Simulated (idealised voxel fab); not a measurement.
The following is a process module called voxel capacitor over wiring.
We display cut, a cross-section 300 nm in width whose square cells are each 5 nm.
A cross-section is written here as square cells arranged in a grid, and it is given in bands from the top down, each band taking up one or more rows of cells.
Top, bottom (nm), then materials left to right with widths (nm); lone material tagged "all across" fills the whole band edge to edge; "blank" = empty space.
It should be noted that heights are counted from 0, beneath which the wafer as supplied is of one material throughout, and that the lowest band possesses no lower boundary but continues downward, as written in "0 nm and below".
The two numbers in a width such as "30->40" mark its ends across the band: the first belongs to the top row of cells, the second to the bottom row, and from each row to the next the width moves by the same amount.
Reading "nothing was modified" for a step: not a cell of the cross-section changed in it.
The entry "Catalogued sealed voids" lists the empty spaces that cover at least 8 cells and have no open path to the top. Each is written as width x height at distance, where the distance is measured from the left edge and all three values are in nm.
after a step's settings: what the simulator itself notes on the step
"overlay nm" on a masked step: distance the mask lay right of its planned place, negative for left.

The following list gives the planned process steps:
- 1: RECEIVE: material Si
- 2: CONFORMAL_DEP: material SiO2, thk nm 15
- 3: DIRECTIONAL_DEP: material TiN, thk nm 5
- 4: DIRECTIONAL_DEP: material Ru, thk nm 20
- 5: DIRECTIONAL_DEP: material aC, thk nm 15
- 6: PATTERN: tone cover, mask id METAL_1, material resist, width nm 25, pitch nm 90, thk nm 35, overlay nm -15
- 7: DIRECTIONAL_ETCH: etch materials aC, depth nm 15
- 8: STRIP: etch materials resist
- 9: DIRECTIONAL_ETCH: etch materials Ru, depth nm 20
- 10: DIRECTIONAL_ETCH: etch materials TiN, depth nm 5
- 11: STRIP: etch materials aC
- 12: FILL_DEP: material lowk, thk nm 10
- 13: CMP: height nm 40
- 14: CONFORMAL_DEP: material SiCN, thk nm 5
- 15: DIRECTIONAL_DEP: material lowk, thk nm 20
- 16: PATTERN: tone open, mask id PLUG_1, material resist, width nm 15, thk nm 20, overlay nm 0
- 17: DIRECTIONAL_ETCH: etch materials lowk, depth nm 20
- 18: DIRECTIONAL_ETCH: etch materials SiCN, depth nm 5
- 19: STRIP: etch materials resist
- 20: CONFORMAL_DEP: material TiN, thk nm 5
- 21: FILL_DEP: material W, thk nm 10
- 22: CMP: height nm 65
- 23: DIRECTIONAL_DEP: material TiN, thk nm 5
- 24: DIRECTIONAL_DEP: material Al2O3, thk nm 5
- 25: DIRECTIONAL_DEP: material TiN, thk nm 10
- 26: DIRECTIONAL_DEP: material aC, thk nm 15
- 27: PATTERN: tone cover, mask id UPPER_PLATE, material resist, width nm 70, thk nm 30, overlay nm 0
- 28: DIRECTIONAL_ETCH: etch materials aC, depth nm 15
- 29: STRIP: etch materials resist
- 30: DIRECTIONAL_ETCH: etch materials TiN, depth nm 10
- 31: DIRECTIONAL_ETCH: etch materials Al2O3, depth nm 5
- 32: STRIP: etch materials aC
- 33: MASKED_ETCH: tone cover, mask id LOWER_PLATE, width nm 80, etch materials TiN, depth nm 5, overlay nm 0
- 34: FILL_DEP: material SiO2, thk nm 20
- 35: CMP: height nm 100
- 36: PATTERN: tone open, mask id PLUG_2, material resist, width nm 15, thk nm 20, overlay nm 0
- 37: DIRECTIONAL_ETCH: etch materials SiO2, depth nm 15
- 38: STRIP: etch materials resist
- 39: CONFORMAL_DEP: material TiN, thk nm 5
- 40: FILL_DEP: material Ru, thk nm 5
- 41: CMP: height nm 100
- 42: CONFORMAL_DEP: material SiN, thk nm 5
Variable across wafers: step 6 overlay nm (plan value is that of the first wafer; starting state common to all).

Cross-section of the first of several received wafers, showing its state after step 1:
* 0 nm and below = Si all across
* Catalogued sealed voids: none

First of several wafers in cross-section at module end, following the final step, step 42:
* 105 nm to 100 nm = SiN all across
* 100 nm to 90 nm = SiO2 110  TiN 5  Ru 5  TiN 5  SiO2 175
* 90 nm to 85 nm = SiO2 110  TiN 15  SiO2 175
* 85 nm to 75 nm = SiO2 100  TiN 70  SiO2 130
* 75 nm to 70 nm = SiO2 100  Al2O3 70  SiO2 130
* 70 nm to 65 nm = SiO2 95  TiN 80  SiO2 125
* 65 nm to 45 nm = lowk 100  TiN 5  W 5  TiN 5  lowk 185
* 45 nm to 40 nm = SiCN 100  TiN 15  SiCN 185
* 40 nm to 20 nm = lowk 75  Ru 25  lowk 65  Ru 25  lowk 110
* 20 nm to 15 nm = lowk 75  TiN 25  lowk 65  TiN 25  lowk 110
* 15 nm to 0 nm = SiO2 all across
* 0 nm and below = Si all across
* Catalogued sealed voids: none

A cross-section through the last wafer at the close of the module:
* 105 nm to 100 nm = SiN all across
* 100 nm to 90 nm = SiO2 110  TiN 5  Ru 5  TiN 5  SiO2 175
* 90 nm to 85 nm = SiO2 110  TiN 15  SiO2 175
* 85 nm to 75 nm = SiO2 100  TiN 70  SiO2 130
* 75 nm to 70 nm = SiO2 100  Al2O3 70  SiO2 130
* 70 nm to 65 nm = SiO2 95  TiN 80  SiO2 125
* 65 nm to 45 nm = lowk 100  TiN 5  W 5  TiN 5  lowk 185
* 45 nm to 40 nm = SiCN 100  TiN 15  SiCN 185
* 40 nm to 20 nm = lowk 105  Ru 25  lowk 65  Ru 25  lowk 80
* 20 nm to 15 nm = lowk 105  TiN 25  lowk 65  TiN 25  lowk 80
* 15 nm to 0 nm = SiO2 all across
* 0 nm and below = Si all across
* Catalogued sealed voids: none

Here is how to read the rows: every wafer has a row, and it shows the wafer at the end of the module, giving for each material how many cells were gained (+) or lost (-) since the wafer was received, then listing its closed voids:
overlay nm -15, +14 Al2O3, +42 Ru, +57 SiCN, +60 SiN, +533 SiO2, +72 TiN, +4 W, +478 lowk, Catalogued sealed voids: none
overlay nm -10, +14 Al2O3, +42 Ru, +57 SiCN, +60 SiN, +533 SiO2, +72 TiN, +4 W, +478 lowk, Catalogued sealed voids: none
overlay nm -5, +14 Al2O3, +42 Ru, +57 SiCN, +60 SiN, +533 SiO2, +72 TiN, +4 W, +478 lowk, Catalogued sealed voids: none
overlay nm 0, +14 Al2O3, +42 Ru, +57 SiCN, +60 SiN, +533 SiO2, +72 TiN, +4 W, +478 lowk, Catalogued sealed voids: none
overlay nm 5, +14 Al2O3, +42 Ru, +57 SiCN, +60 SiN, +533 SiO2, +72 TiN, +4 W, +478 lowk, Catalogued sealed voids: none
overlay nm 10, +14 Al2O3, +42 Ru, +57 SiCN, +60 SiN, +533 SiO2, +72 TiN, +4 W, +478 lowk, Catalogued sealed voids: none
overlay nm 15, +14 Al2O3, +42 Ru, +57 SiCN, +60 SiN, +533 SiO2, +72 TiN, +4 W, +478 lowk, Catalogued sealed voids: none
